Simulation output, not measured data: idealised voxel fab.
The process module presented herein is designated voxel capacitor over wiring.
This is section cut - it's 220 nm across, gridded in 5 nm square cells.
We lay out every cross-section as a grid of square cells and spell it out in bands from the top down, where one band means one or more rows of cells.
Each band's line starts with the height of the band's top and of its bottom, in nm. Then come its materials from left to right, each with its width in nm. One material with "everywhere" fills the band from edge to edge. "empty" is empty space.
Basically, 0 is our baseline, since under it the wafer straight out of the box is all one material. The bottom band has no lower end and keeps on going down, so it looks like "0 and below".
The notation "30..40" denotes a width that varies across the rows of cells in the band, beginning at the first number in the top row, finishing at the second number in the bottom row, and changing by an identical amount from each row to the next.
"no alteration" means the step left every cell of the cross-section as it was.
If an empty space has no open way to the top and is at least 8 cells in size, "Sealed void list" lists it, written width x height at distance, where distance is measured from the left edge and every value is in nm.
after a step's settings: what the simulator itself notes on the step
The line of a step may include "overlay nm". On a step with a mask, this value is how far to the right of its planned place the mask lay. A negative value means the mask lay to the left.

[The process steps that were planned are listed below]
1. RECEIVE, material Si
2. CONFORMAL_DEP, material SiO2, thk nm 10
3. CONFORMAL_DEP, material SiCN, thk nm 5
4. DIRECTIONAL_DEP, material lowk, thk nm 15
5. PATTERN, tone open, mask id METAL_1, material resist, width nm 30, pitch nm 85, thk nm 15, overlay nm 0
6. DIRECTIONAL_ETCH, etch materials lowk, depth nm 15
7. DIRECTIONAL_ETCH, etch materials SiCN, depth nm 5
8. STRIP, etch materials resist
9. CONFORMAL_DEP, material TiN, thk nm 5
10. FILL_DEP, material W, thk nm 10
11. CMP, height nm 30
12. CONFORMAL_DEP, material SiCN, thk nm 5
13. DIRECTIONAL_DEP, material lowk, thk nm 10
14. DIRECTIONAL_DEP, material aC, thk nm 15
15. PATTERN, tone open, mask id PLUG_1, material resist, width nm 15, thk nm 30, overlay nm 0
16. DIRECTIONAL_ETCH, etch materials aC, depth nm 15
17. STRIP, etch materials resist
18. DIRECTIONAL_ETCH, etch materials lowk, depth nm 10
19. DIRECTIONAL_ETCH, etch materials SiCN, depth nm 5
20. STRIP, etch materials aC
21. EPI, material Ru, thk nm 10
22. EPI, material Ru, thk nm 5
23. DIRECTIONAL_DEP, material TiN, thk nm 5
24. DIRECTIONAL_DEP, material Al2O3, thk nm 5
25. DIRECTIONAL_DEP, material TiN, thk nm 5
26. PATTERN, tone cover, mask id UPPER_PLATE, material resist, width nm 60, thk nm 20, overlay nm 0
27. DIRECTIONAL_ETCH, etch materials TiN, depth nm 5
28. DIRECTIONAL_ETCH, etch materials Al2O3, depth nm 5
29. STRIP, etch materials resist
30. DIRECTIONAL_DEP, material aC, thk nm 15
31. PATTERN, tone cover, mask id LOWER_PLATE, material resist, width nm 70, thk nm 30, overlay nm 0
32. DIRECTIONAL_ETCH, etch materials aC, depth nm 15
33. STRIP, etch materials resist
34. DIRECTIONAL_ETCH, etch materials TiN, depth nm 5
35. STRIP, etch materials aC
36. FILL_DEP, material SiO2, thk nm 20
37. CMP, height nm 75
38. PATTERN, tone open, mask id PLUG_2, material resist, width nm 15, thk nm 15, overlay nm 0
39. DIRECTIONAL_ETCH, etch materials SiO2, depth nm 15
40. STRIP, etch materials resist
41. CONFORMAL_DEP, material TiN, thk nm 5
42. FILL_DEP, material Cu, thk nm 10
43. CMP, height nm 75
44. CONFORMAL_DEP, material SiN, thk nm 5

[Wafer, first of two, run as planned]

[Wafer as received: cross-section following step 1]
0 and below  Si everywhere
Sealed void list: none

[Once step 2 is through, the wafer looks like this in cross-section]
10 down to 0  SiO2 everywhere
Below 0, the layers are the same as they were.

[Once step 3 is through, the wafer looks like this in cross-section]
15 down to 10  SiCN everywhere
Below 10, the layers are the same as they were.

[Once step 4 is through, the wafer looks like this in cross-section]
30 down to 15  lowk everywhere
Below 15, the layers are the same as they were.

[Once step 5 is through, the wafer looks like this in cross-section]
45 down to 30  resist 50 nm / empty 30 nm / resist 55 nm / empty 30 nm / resist 55 nm
Below 30, the layers are the same as they were.

[Once step 6 is through, the wafer looks like this in cross-section]
45 down to 30  resist 50 nm / empty 30 nm / resist 55 nm / empty 30 nm / resist 55 nm
30 down to 15  lowk 50 nm / empty 30 nm / lowk 55 nm / empty 30 nm / lowk 55 nm
Below 15, the layers are the same as they were.

[Once step 7 is through, the wafer looks like this in cross-section]
45 down to 30  resist 50 nm / empty 30 nm / resist 55 nm / empty 30 nm / resist 55 nm
30 down to 15  lowk 50 nm / empty 30 nm / lowk 55 nm / empty 30 nm / lowk 55 nm
15 down to 10  SiCN 50 nm / empty 30 nm / SiCN 55 nm / empty 30 nm / SiCN 55 nm
Below 10, the layers are the same as they were.

[Once step 8 is through, the wafer looks like this in cross-section]
30 down to 15  lowk 50 nm / empty 30 nm / lowk 55 nm / empty 30 nm / lowk 55 nm
Below 15, the layers are the same as they were.

[Once step 9 is through, the wafer looks like this in cross-section]
35 down to 30  TiN 55 nm / empty 20 nm / TiN 65 nm / empty 20 nm / TiN 60 nm
30 down to 15  lowk 50 nm / TiN 5 nm / empty 20 nm / TiN 5 nm / lowk 55 nm / TiN 5 nm / empty 20 nm / TiN 5 nm / lowk 55 nm
15 down to 10  SiCN 50 nm / TiN 30 nm / SiCN 55 nm / TiN 30 nm / SiCN 55 nm
Below 10, the layers are the same as they were.

[Once step 10 is through, the wafer looks like this in cross-section]
45 down to 35  W everywhere
35 down to 30  TiN 55 nm / W 20 nm / TiN 65 nm / W 20 nm / TiN 60 nm
30 down to 15  lowk 50 nm / TiN 5 nm / W 20 nm / TiN 5 nm / lowk 55 nm / TiN 5 nm / W 20 nm / TiN 5 nm / lowk 55 nm
Below 15, the layers are the same as they were.

[Once step 11 is through, the wafer looks like this in cross-section]
30 down to 15  lowk 50 nm / TiN 5 nm / W 20 nm / TiN 5 nm / lowk 55 nm / TiN 5 nm / W 20 nm / TiN 5 nm / lowk 55 nm
Below 15, the layers are the same as they were.

[Once step 12 is through, the wafer looks like this in cross-section]
35 down to 30  SiCN everywhere
Below 30, the layers are the same as they were.

[Once step 13 is through, the wafer looks like this in cross-section]
45 down to 35  lowk everywhere
Below 35, the layers are the same as they were.

[Once step 14 is through, the wafer looks like this in cross-section]
60 down to 45  aC everywhere
Below 45, the layers are the same as they were.

[Once step 15 is through, the wafer looks like this in cross-section]
90 down to 60  resist 65 nm / empty 15 nm / resist 140 nm
Below 60, the layers are the same as they were.

[Once step 16 is through, the wafer looks like this in cross-section]
75 down to 60  resist 65 nm / empty 15 nm / resist 140 nm
60 down to 45  aC 65 nm / empty 15 nm / aC 140 nm
Below 45, the layers are the same as they were.

[Once step 17 is through, the wafer looks like this in cross-section]
60 down to 45  aC 65 nm / empty 15 nm / aC 140 nm
Below 45, the layers are the same as they were.

[Once step 18 is through, the wafer looks like this in cross-section]
60 down to 45  aC 65 nm / empty 15 nm / aC 140 nm
45 down to 35  lowk 65 nm / empty 15 nm / lowk 140 nm
Below 35, the layers are the same as they were.

[Once step 19 is through, the wafer looks like this in cross-section]
60 down to 45  aC 65 nm / empty 15 nm / aC 140 nm
45 down to 35  lowk 65 nm / empty 15 nm / lowk 140 nm
35 down to 30  SiCN 65 nm / empty 15 nm / SiCN 140 nm
Below 30, the layers are the same as they were.

[Once step 20 is through, the wafer looks like this in cross-section]
45 down to 35  lowk 65 nm / empty 15 nm / lowk 140 nm
Below 35, the layers are the same as they were.

[Once step 21 is through, the wafer looks like this in cross-section]
45 down to 40  lowk 65 nm / empty 15 nm / lowk 140 nm
40 down to 35  lowk 65 nm / Ru 15 nm / lowk 140 nm
35 down to 30  SiCN 65 nm / Ru 15 nm / SiCN 140 nm
Below 30, the layers are the same as they were.

[Once step 22 is through, the wafer looks like this in cross-section]
45 down to 35  lowk 65 nm / Ru 15 nm / lowk 140 nm
Below 35, the layers are the same as they were.

[Once step 23 is through, the wafer looks like this in cross-section]
50 down to 45  TiN everywhere
Below 45, the layers are the same as they were.

[Once step 24 is through, the wafer looks like this in cross-section]
55 down to 50  Al2O3 everywhere
Below 50, the layers are the same as they were.

[Once step 25 is through, the wafer looks like this in cross-section]
60 down to 55  TiN everywhere
Below 55, the layers are the same as they were.

[Once step 26 is through, the wafer looks like this in cross-section]
80 down to 60  empty 65 nm / resist 60 nm / empty 95 nm
Below 60, the layers are the same as they were.

[Once step 27 is through, the wafer looks like this in cross-section]
80 down to 60  empty 65 nm / resist 60 nm / empty 95 nm
60 down to 55  empty 65 nm / TiN 60 nm / empty 95 nm
Below 55, the layers are the same as they were.

[Once step 28 is through, the wafer looks like this in cross-section]
80 down to 60  empty 65 nm / resist 60 nm / empty 95 nm
60 down to 55  empty 65 nm / TiN 60 nm / empty 95 nm
55 down to 50  empty 65 nm / Al2O3 60 nm / empty 95 nm
Below 50, the layers are the same as they were.

[Once step 29 is through, the wafer looks like this in cross-section]
60 down to 55  empty 65 nm / TiN 60 nm / empty 95 nm
Below 55, the layers are the same as they were.

[Once step 30 is through, the wafer looks like this in cross-section]
75 down to 65  empty 65 nm / aC 60 nm / empty 95 nm
65 down to 60  aC everywhere
60 down to 55  aC 65 nm / TiN 60 nm / aC 95 nm
55 down to 50  aC 65 nm / Al2O3 60 nm / aC 95 nm
Below 50, the layers are the same as they were.

[Once step 31 is through, the wafer looks like this in cross-section]
105 down to 75  empty 60 nm / resist 70 nm / empty 90 nm
75 down to 65  empty 60 nm / resist 5 nm / aC 60 nm / resist 5 nm / empty 90 nm
Below 65, the layers are the same as they were.

[Once step 32 is through, the wafer looks like this in cross-section]
90 down to 75  empty 60 nm / resist 70 nm / empty 90 nm
75 down to 65  empty 60 nm / resist 5 nm / aC 60 nm / resist 5 nm / empty 90 nm
65 down to 60  empty 60 nm / aC 70 nm / empty 90 nm
60 down to 55  empty 60 nm / aC 5 nm / TiN 60 nm / aC 5 nm / empty 90 nm
55 down to 50  empty 60 nm / aC 5 nm / Al2O3 60 nm / aC 5 nm / empty 90 nm
Below 50, the layers are the same as they were.

[Once step 33 is through, the wafer looks like this in cross-section]
75 down to 65  empty 65 nm / aC 60 nm / empty 95 nm
Below 65, the layers are the same as they were.

[Once step 34 is through, the wafer looks like this in cross-section]
75 down to 65  empty 65 nm / aC 60 nm / empty 95 nm
65 down to 60  empty 60 nm / aC 70 nm / empty 90 nm
60 down to 55  empty 60 nm / aC 5 nm / TiN 60 nm / aC 5 nm / empty 90 nm
55 down to 50  empty 60 nm / aC 5 nm / Al2O3 60 nm / aC 5 nm / empty 90 nm
50 down to 45  empty 60 nm / TiN 70 nm / empty 90 nm
Below 45, the layers are the same as they were.

[Once step 35 is through, the wafer looks like this in cross-section]
60 down to 55  empty 65 nm / TiN 60 nm / empty 95 nm
55 down to 50  empty 65 nm / Al2O3 60 nm / empty 95 nm
Below 50, the layers are the same as they were.

[Once step 36 is through, the wafer looks like this in cross-section]
80 down to 60  SiO2 everywhere
60 down to 55  SiO2 65 nm / TiN 60 nm / SiO2 95 nm
55 down to 50  SiO2 65 nm / Al2O3 60 nm / SiO2 95 nm
50 down to 45  SiO2 60 nm / TiN 70 nm / SiO2 90 nm
Below 45, the layers are the same as they were.

[Once step 37 is through, the wafer looks like this in cross-section]
75 down to 60  SiO2 everywhere
Below 60, the layers are the same as they were.

[Once step 38 is through, the wafer looks like this in cross-section]
90 down to 75  resist 75 nm / empty 15 nm / resist 130 nm
Below 75, the layers are the same as they were.

[Once step 39 is through, the wafer looks like this in cross-section]
90 down to 75  resist 75 nm / empty 15 nm / resist 130 nm
75 down to 60  SiO2 75 nm / empty 15 nm / SiO2 130 nm
Below 60, the layers are the same as they were.

[Once step 40 is through, the wafer looks like this in cross-section]
75 down to 60  SiO2 75 nm / empty 15 nm / SiO2 130 nm
Below 60, the layers are the same as they were.

[Once step 41 is through, the wafer looks like this in cross-section]
80 down to 75  TiN 80 nm / empty 5 nm / TiN 135 nm
75 down to 65  SiO2 75 nm / TiN 5 nm / empty 5 nm / TiN 5 nm / SiO2 130 nm
65 down to 55  SiO2 75..65 nm / TiN 15..60 nm / SiO2 130..95 nm
Below 55, the layers are the same as they were.

[Once step 42 is through, the wafer looks like this in cross-section]
90 down to 80  Cu everywhere
80 down to 75  TiN 80 nm / Cu 5 nm / TiN 135 nm
75 down to 65  SiO2 75 nm / TiN 5 nm / Cu 5 nm / TiN 5 nm / SiO2 130 nm
Below 65, the layers are the same as they were.

[Once step 43 is through, the wafer looks like this in cross-section]
75 down to 65  SiO2 75 nm / TiN 5 nm / Cu 5 nm / TiN 5 nm / SiO2 130 nm
Below 65, the layers are the same as they were.

[Once step 44 is through, the wafer looks like this in cross-section]
80 down to 75  SiN everywhere
Below 75, the layers are the same as they were.

[Second wafer, same starting state and plan as the first, one mistake in the run, identical through step 4]

[when step 5 should have ended]
45 down to 30  empty 50 nm / resist 30 nm / empty 55 nm / resist 30 nm / empty 55 nm
Below 30, the layers are the same as they were.

[when step 6 should have ended]
45 down to 30  empty 50 nm / resist 30 nm / empty 55 nm / resist 30 nm / empty 55 nm
30 down to 15  empty 50 nm / lowk 30 nm / empty 55 nm / lowk 30 nm / empty 55 nm
Below 15, the layers are the same as they were.

[when step 7 should have ended]
45 down to 30  empty 50 nm / resist 30 nm / empty 55 nm / resist 30 nm / empty 55 nm
30 down to 15  empty 50 nm / lowk 30 nm / empty 55 nm / lowk 30 nm / empty 55 nm
15 down to 10  empty 50 nm / SiCN 30 nm / empty 55 nm / SiCN 30 nm / empty 55 nm
Below 10, the layers are the same as they were.

[when step 8 should have ended]
30 down to 15  empty 50 nm / lowk 30 nm / empty 55 nm / lowk 30 nm / empty 55 nm
Below 15, the layers are the same as they were.

[when step 9 should have ended]
35 down to 30  empty 45 nm / TiN 40 nm / empty 45 nm / TiN 40 nm / empty 50 nm
30 down to 15  empty 45 nm / TiN 5 nm / lowk 30 nm / TiN 5 nm / empty 45 nm / TiN 5 nm / lowk 30 nm / TiN 5 nm / empty 50 nm
15 down to 10  TiN 50 nm / SiCN 30 nm / TiN 55 nm / SiCN 30 nm / TiN 55 nm
Below 10, the layers are the same as they were.

[when step 10 should have ended]
45 down to 35  W everywhere
35 down to 30  W 45 nm / TiN 40 nm / W 45 nm / TiN 40 nm / W 50 nm
30 down to 15  W 45 nm / TiN 5 nm / lowk 30 nm / TiN 5 nm / W 45 nm / TiN 5 nm / lowk 30 nm / TiN 5 nm / W 50 nm
Below 15, the layers are the same as they were.

[when step 11 should have ended]
30 down to 15  W 45 nm / TiN 5 nm / lowk 30 nm / TiN 5 nm / W 45 nm / TiN 5 nm / lowk 30 nm / TiN 5 nm / W 50 nm
Below 15, the layers are the same as they were.

[when step 12 should have ended]
35 down to 30  SiCN everywhere
Below 30, the layers are the same as they were.

[when step 13 should have ended]
45 down to 35  lowk everywhere
Below 35, the layers are the same as they were.

[when step 14 should have ended]
60 down to 45  aC everywhere
Below 45, the layers are the same as they were.

[when step 15 should have ended]
90 down to 60  resist 65 nm / empty 15 nm / resist 140 nm
Below 60, the layers are the same as they were.

[when step 16 should have ended]
75 down to 60  resist 65 nm / empty 15 nm / resist 140 nm
60 down to 45  aC 65 nm / empty 15 nm / aC 140 nm
Below 45, the layers are the same as they were.

[when step 17 should have ended]
60 down to 45  aC 65 nm / empty 15 nm / aC 140 nm
Below 45, the layers are the same as they were.

[when step 18 should have ended]
60 down to 45  aC 65 nm / empty 15 nm / aC 140 nm
45 down to 35  lowk 65 nm / empty 15 nm / lowk 140 nm
Below 35, the layers are the same as they were.

[when step 19 should have ended]
60 down to 45  aC 65 nm / empty 15 nm / aC 140 nm
45 down to 35  lowk 65 nm / empty 15 nm / lowk 140 nm
35 down to 30  SiCN 65 nm / empty 15 nm / SiCN 140 nm
Below 30, the layers are the same as they were.

[when step 20 should have ended]
45 down to 35  lowk 65 nm / empty 15 nm / lowk 140 nm
Below 35, the layers are the same as they were.

when step 21 should have ended: no alteration

when step 22 should have ended: no alteration

[when step 23 should have ended]
50 down to 45  TiN 65 nm / empty 15 nm / TiN 140 nm
45 down to 35  lowk 65 nm / empty 15 nm / lowk 140 nm
35 down to 30  SiCN 65 nm / TiN 15 nm / SiCN 140 nm
Below 30, the layers are the same as they were.

[when step 24 should have ended]
55 down to 50  Al2O3 65 nm / empty 15 nm / Al2O3 140 nm
50 down to 45  TiN 65 nm / empty 15 nm / TiN 140 nm
45 down to 40  lowk 65 nm / empty 15 nm / lowk 140 nm
40 down to 35  lowk 65 nm / Al2O3 15 nm / lowk 140 nm
Below 35, the layers are the same as they were.

[when step 25 should have ended]
60 down to 55  TiN 65 nm / empty 15 nm / TiN 140 nm
55 down to 50  Al2O3 65 nm / empty 15 nm / Al2O3 140 nm
50 down to 45  TiN 65 nm / empty 15 nm / TiN 140 nm
45 down to 40  lowk 65 nm / TiN 15 nm / lowk 140 nm
Below 40, the layers are the same as they were.

[when step 26 should have ended]
80 down to 60  empty 65 nm / resist 60 nm / empty 95 nm
60 down to 55  TiN 65 nm / resist 15 nm / TiN 140 nm
55 down to 50  Al2O3 65 nm / resist 15 nm / Al2O3 140 nm
50 down to 45  TiN 65 nm / resist 15 nm / TiN 140 nm
Below 45, the layers are the same as they were.

[when step 27 should have ended]
80 down to 60  empty 65 nm / resist 60 nm / empty 95 nm
60 down to 55  empty 65 nm / resist 15 nm / TiN 45 nm / empty 95 nm
Below 55, the layers are the same as they were.

[when step 28 should have ended]
80 down to 60  empty 65 nm / resist 60 nm / empty 95 nm
60 down to 55  empty 65 nm / resist 15 nm / TiN 45 nm / empty 95 nm
55 down to 50  empty 65 nm / resist 15 nm / Al2O3 45 nm / empty 95 nm
Below 50, the layers are the same as they were.

[when step 29 should have ended]
60 down to 55  empty 80 nm / TiN 45 nm / empty 95 nm
55 down to 50  empty 80 nm / Al2O3 45 nm / empty 95 nm
50 down to 45  TiN 65 nm / empty 15 nm / TiN 140 nm
Below 45, the layers are the same as they were.

[when step 30 should have ended]
75 down to 65  empty 80 nm / aC 45 nm / empty 95 nm
65 down to 60  aC 65 nm / empty 15 nm / aC 140 nm
60 down to 55  aC 80 nm / TiN 45 nm / aC 95 nm
55 down to 50  aC 80 nm / Al2O3 45 nm / aC 95 nm
50 down to 45  TiN 65 nm / aC 15 nm / TiN 140 nm
Below 45, the layers are the same as they were.

[when step 31 should have ended]
105 down to 75  empty 60 nm / resist 70 nm / empty 90 nm
75 down to 65  empty 60 nm / resist 20 nm / aC 45 nm / resist 5 nm / empty 90 nm
65 down to 60  aC 65 nm / resist 15 nm / aC 140 nm
Below 60, the layers are the same as they were.

[when step 32 should have ended]
90 down to 75  empty 60 nm / resist 70 nm / empty 90 nm
75 down to 65  empty 60 nm / resist 20 nm / aC 45 nm / resist 5 nm / empty 90 nm
65 down to 60  empty 60 nm / aC 5 nm / resist 15 nm / aC 50 nm / empty 90 nm
60 down to 55  empty 60 nm / aC 20 nm / TiN 45 nm / aC 5 nm / empty 90 nm
55 down to 50  empty 60 nm / aC 20 nm / Al2O3 45 nm / aC 5 nm / empty 90 nm
Below 50, the layers are the same as they were.

[when step 33 should have ended]
75 down to 65  empty 80 nm / aC 45 nm / empty 95 nm
65 down to 60  empty 60 nm / aC 5 nm / empty 15 nm / aC 50 nm / empty 90 nm
Below 60, the layers are the same as they were.

[when step 34 should have ended]
75 down to 65  empty 80 nm / aC 45 nm / empty 95 nm
65 down to 60  empty 60 nm / aC 5 nm / empty 15 nm / aC 50 nm / empty 90 nm
60 down to 55  empty 60 nm / aC 20 nm / TiN 45 nm / aC 5 nm / empty 90 nm
55 down to 50  empty 60 nm / aC 20 nm / Al2O3 45 nm / aC 5 nm / empty 90 nm
50 down to 45  empty 60 nm / TiN 5 nm / aC 15 nm / TiN 50 nm / empty 90 nm
Below 45, the layers are the same as they were.

[when step 35 should have ended]
60 down to 55  empty 80 nm / TiN 45 nm / empty 95 nm
55 down to 50  empty 80 nm / Al2O3 45 nm / empty 95 nm
50 down to 45  empty 60 nm / TiN 5 nm / empty 15 nm / TiN 50 nm / empty 90 nm
Below 45, the layers are the same as they were.

[when step 36 should have ended]
80 down to 60  SiO2 everywhere
60 down to 55  SiO2 80 nm / TiN 45 nm / SiO2 95 nm
55 down to 50  SiO2 80 nm / Al2O3 45 nm / SiO2 95 nm
50 down to 45  SiO2 60 nm / TiN 5 nm / SiO2 15 nm / TiN 50 nm / SiO2 90 nm
Below 45, the layers are the same as they were.

[when step 37 should have ended]
75 down to 60  SiO2 everywhere
Below 60, the layers are the same as they were.

[when step 38 should have ended]
90 down to 75  resist 75 nm / empty 15 nm / resist 130 nm
Below 75, the layers are the same as they were.

[when step 39 should have ended]
90 down to 75  resist 75 nm / empty 15 nm / resist 130 nm
75 down to 60  SiO2 75 nm / empty 15 nm / SiO2 130 nm
Below 60, the layers are the same as they were.

[when step 40 should have ended]
75 down to 60  SiO2 75 nm / empty 15 nm / SiO2 130 nm
Below 60, the layers are the same as they were.

[when step 41 should have ended]
80 down to 75  TiN 80 nm / empty 5 nm / TiN 135 nm
75 down to 65  SiO2 75 nm / TiN 5 nm / empty 5 nm / TiN 5 nm / SiO2 130 nm
65 down to 55  SiO2 75..80 nm / TiN 15..45 nm / SiO2 130..95 nm
Below 55, the layers are the same as they were.

[when step 42 should have ended]
90 down to 80  Cu everywhere
80 down to 75  TiN 80 nm / Cu 5 nm / TiN 135 nm
75 down to 65  SiO2 75 nm / TiN 5 nm / Cu 5 nm / TiN 5 nm / SiO2 130 nm
Below 65, the layers are the same as they were.

[when step 43 should have ended]
75 down to 65  SiO2 75 nm / TiN 5 nm / Cu 5 nm / TiN 5 nm / SiO2 130 nm
Below 65, the layers are the same as they were.

[when step 44 should have ended]
80 down to 75  SiN everywhere
Below 75, the layers are the same as they were.
Misprocessing identified: contrary to plan, step 5 was performed as PATTERN, tone cover, mask id METAL_1, material resist, width nm 30, pitch nm 85, thk nm 15, overlay nm 0
Once processing is complete, comparing cell counts shows that the second wafer has more or fewer of certain materials than the first: -9 Ru; -20 SiCN; +9 SiO2; +20 TiN; +60 W; -60 lowk
